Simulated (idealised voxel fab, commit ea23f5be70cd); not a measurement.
process module | voxel wiring stack
cross-section cut | 300 nm wide | cells 5 nm
A cross-section is a grid of square cells, given in bands from the top down. A band is one or more rows of cells.
Each band's line starts with the height of the band's top and of its bottom, in nm. Then come its materials from left to right, each with its width in nm. One material with "throughout" fills the band from edge to edge. "air" is empty space.
Height 0 is the level under which the wafer as received is all one material. The lowest band goes on downwards, as in "0 down".
A width such as "30 to 40" changes by the same amount from each row of cells to the next, from the band's top row to its bottom row.
"no change" after a step means that no cell of the cross-section changed.
closed voids: empty space of 8 cells or more with no open way to the top, each as width x height at its distance from the left edge, in nm
after a step's settings: what the simulator itself notes on the step
overlay nm, on a step with a mask: how far to the right of its planned place the mask lay; to the left if negative
plan
1 op RECEIVE | material Si
2 op CONFORMAL_DEP | material SiO2 | thk nm 10
3 op DIRECTIONAL_DEP | material TiN | thk nm 5
4 op DIRECTIONAL_DEP | material W | thk nm 25
5 op MASKED_ETCH | tone cover | mask id METAL_1 | width nm 25 | pitch nm 45 | etch materials W | depth nm 25 | overlay nm 0
6 op MASKED_ETCH | tone cover | mask id METAL_1 | width nm 25 | pitch nm 45 | etch materials TiN | depth nm 5 | overlay nm 0
7 op FILL_DEP | material lowk | thk nm 10
8 op CMP | height nm 40
9 op CONFORMAL_DEP | material SiCN | thk nm 5
10 op DIRECTIONAL_DEP | material lowk | thk nm 20
11 op MASKED_ETCH | tone open | mask id PLUG_1 | width nm 15 | pitch nm 45 | etch materials lowk | depth nm 20 | overlay nm 0
12 op MASKED_ETCH | tone open | mask id PLUG_1 | width nm 15 | pitch nm 45 | etch materials SiCN | depth nm 5 | overlay nm 0
13 op CONFORMAL_DEP | material TiN | thk nm 5
14 op FILL_DEP | material W | thk nm 5
15 op CMP | height nm 65
16 op CONFORMAL_DEP | material SiN | thk nm 5
17 op DIRECTIONAL_DEP | material SiO2 | thk nm 20
18 op DIRECTIONAL_DEP | material aC | thk nm 10
19 op PATTERN | tone open | mask id METAL_2 | material resist | width nm 25 | pitch nm 45 | thk nm 25 | overlay nm 0
20 op DIRECTIONAL_ETCH | etch materials aC | depth nm 10
21 op STRIP | etch materials resist
22 op DIRECTIONAL_ETCH | etch materials SiO2 | depth nm 20
23 op DIRECTIONAL_ETCH | etch materials SiN | depth nm 5
24 op STRIP | etch materials aC
25 op CONFORMAL_DEP | material TiN | thk nm 5
26 op FILL_DEP | material Cu | thk nm 5
27 op CMP | height nm 90
28 op CONFORMAL_DEP | material SiN | thk nm 5
as received, after step 1
  0 down: Si throughout
  closed voids: none
first wafer at the end, as planned
  95 to 90: SiN throughout
  90 to 70: SiO2 115 | TiN 5 | Cu 15 | TiN 5 | SiO2 20 | TiN 5 | Cu 15 | TiN 5 | SiO2 115
  70 to 65: SiN 115 | TiN 25 | SiN 20 | TiN 25 | SiN 115
  65 to 45: lowk 115 | TiN 5 | W 5 | TiN 5 | lowk 30 | TiN 5 | W 5 | TiN 5 | lowk 125
  45 to 40: SiCN 115 | TiN 15 | SiCN 30 | TiN 15 | SiCN 125
  40 to 15: lowk 115 | W 25 | lowk 20 | W 25 | lowk 115
  15 to 10: lowk 115 | TiN 25 | lowk 20 | TiN 25 | lowk 115
  10 to 0: SiO2 throughout
  0 down: Si throughout
  closed voids: none
second wafer at the end: like start, like plan, one mistake
  95 to 90: SiN throughout
  90 to 70: SiO2 115 | TiN 5 | Cu 15 | TiN 5 | SiO2 20 | TiN 5 | Cu 15 | TiN 5 | SiO2 115
  70 to 65: SiN 115 | TiN 25 | SiN 20 | TiN 25 | SiN 115
  65 to 45: lowk 115 | TiN 5 | W 5 | TiN 5 | lowk 30 | TiN 5 | W 5 | TiN 5 | lowk 125
  45 to 40: SiCN 115 | TiN 15 | SiCN 30 | TiN 15 | SiCN 125
  40 to 15: lowk 115 | W 30 | lowk 15 | W 30 | lowk 110
  15 to 10: lowk 115 | TiN 30 | lowk 15 | TiN 30 | lowk 110
  10 to 0: SiO2 throughout
  0 down: Si throughout
  closed voids: none
what went wrong: step 5 ran as: op MASKED_ETCH | tone cover | mask id METAL_1 | width nm 30 | pitch nm 45 | etch materials W | depth nm 25 | overlay nm 0
at the end the second wafer has, in cells: 2 more of TiN | 10 more of W | 12 fewer of lowk
